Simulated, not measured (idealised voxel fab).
Process module in this document: voxel air gaps
Square cells of 5 nm make up the cross-section cut, whose width is 235 nm.
Bands, listed from the top down, are how a cross-section gets written in this document; the cross-section itself is a grid of square cells, and a band is one or more rows of them.
Basically the band line says how high the top is and how high the bottom is, in nm, and then what's in it from left to right, every material with its width in nm. Empty space shows up as "blank", and if a single material carries "all across" it runs the full band edge to edge.
All heights in this document are referenced to 0, defined as the level beneath which the wafer, as received, consists entirely of one material. The lowest band is not bounded below; it extends indefinitely downward and is written in the form "0..down".
Per-row width for "30->40": begins at first number (top row of band), ends at second number (bottom row), increment between rows held constant.
Where the words "no alterations made" appear for a step, the cross-section shows no cell changed by that step; every cell remained as before.
In "Voids, fully enclosed" the enclosed voids are listed, meaning empty spaces of 8 cells or larger without any opening to the top. The form is width x height at distance, distance from the left edge, units nm.
Text after the settings on a step's line: the simulator's own remark on that step.
"overlay nm" denotes, for a step that has a mask, the displacement of the mask to the right of its planned place, with negative values corresponding to the left.

# Here's what the planned process steps look like
1: RECEIVE [material Si]
2: CONFORMAL_DEP [material SiO2] [thk nm 10]
3: CONFORMAL_DEP [material SiCN] [thk nm 5]
4: DIRECTIONAL_DEP [material SiO2] [thk nm 40]
5: MASKED_ETCH [tone open] [mask id LINES] [width nm 20] [pitch nm 45] [etch materials SiO2] [depth nm 40] [overlay nm 0]
6: CONFORMAL_DEP [material TiN] [thk nm 5]
7: FILL_DEP [material W] [thk nm 5]
8: CMP [height nm 55]
9: EPI [material Ru] [thk nm 10]
10: SELECTIVE_ETCH [etch materials SiO2] [depth nm 50]
11: CONFORMAL_DEP [material SiCN] [thk nm 5]
varied across the wafers: thk nm of step 6. The plan shows the first wafer's value. All wafers start alike

# Sectional view: first of several wafers, as received, after step 1
* 0..down  Si all across
* Voids, fully enclosed: none

# Cross-sectional representation of the first of several wafers at the end of the module, i.e. after its terminal step, step 11
* 70..65  25 blank / 185 SiCN / 25 blank
* 65..55  25 blank / 5 SiCN / 40 Ru / 5 SiCN / 40 Ru / 5 SiCN / 40 Ru / 5 SiCN / 40 Ru / 5 SiCN / 25 blank
* 55..50  25 blank / 15 SiCN / 5 TiN / 10 W / 5 TiN / 25 SiCN / 5 TiN / 10 W / 5 TiN / 25 SiCN / 5 TiN / 10 W / 5 TiN / 25 SiCN / 5 TiN / 10 W / 5 TiN / 15 SiCN / 25 blank
* 50..20  35 blank / 5 SiCN / 5 TiN / 10 W / 5 TiN / 5 SiCN / 15 blank / 5 SiCN / 5 TiN / 10 W / 5 TiN / 5 SiCN / 15 blank / 5 SiCN / 5 TiN / 10 W / 5 TiN / 5 SiCN / 15 blank / 5 SiCN / 5 TiN / 10 W / 5 TiN / 5 SiCN / 35 blank
* 20..15  40 SiCN / 20 TiN / 25 SiCN / 20 TiN / 25 SiCN / 20 TiN / 25 SiCN / 20 TiN / 40 SiCN
* 15..10  SiCN all across
* 10..0  SiO2 all across
* 0..down  Si all across
* Voids, fully enclosed: 15 x 30 at 65; 15 x 30 at 110; 15 x 30 at 155

# X-section, last wafer, module end
* 70..65  25 blank / 185 SiCN / 25 blank
* 65..55  25 blank / 5 SiCN / 40 Ru / 5 SiCN / 40 Ru / 5 SiCN / 40 Ru / 5 SiCN / 40 Ru / 5 SiCN / 25 blank
* 55..50  25 blank / 15 SiCN / 20 TiN / 25 SiCN / 20 TiN / 25 SiCN / 20 TiN / 25 SiCN / 20 TiN / 15 SiCN / 25 blank
* 50..20  35 blank / 5 SiCN / 20 TiN / 5 SiCN / 15 blank / 5 SiCN / 20 TiN / 5 SiCN / 15 blank / 5 SiCN / 20 TiN / 5 SiCN / 15 blank / 5 SiCN / 20 TiN / 5 SiCN / 35 blank
* 20..15  40 SiCN / 20 TiN / 25 SiCN / 20 TiN / 25 SiCN / 20 TiN / 25 SiCN / 20 TiN / 40 SiCN
* 15..10  SiCN all across
* 10..0  SiO2 all across
* 0..down  Si all across
* Voids, fully enclosed: 15 x 30 at 65; 15 x 30 at 110; 15 x 30 at 155

# Tabulated below, wafer by wafer, are the end-of-module results: for each material, the number of cells gained (+) or lost (-) relative to the as-received state, followed by the closed voids
thk nm 5; +64 Ru; +194 SiCN; +94 SiO2; +72 TiN; +56 W; Voids, fully enclosed: 15 x 30 at 65; 15 x 30 at 110; 15 x 30 at 155
thk nm 10; +64 Ru; +194 SiCN; +94 SiO2; +128 TiN; Voids, fully enclosed: 15 x 30 at 65; 15 x 30 at 110; 15 x 30 at 155
thk nm 15; +64 Ru; +194 SiCN; +94 SiO2; +128 TiN; Voids, fully enclosed: 15 x 30 at 65; 15 x 30 at 110; 15 x 30 at 155
thk nm 20; +64 Ru; +194 SiCN; +94 SiO2; +128 TiN; Voids, fully enclosed: 15 x 30 at 65; 15 x 30 at 110; 15 x 30 at 155
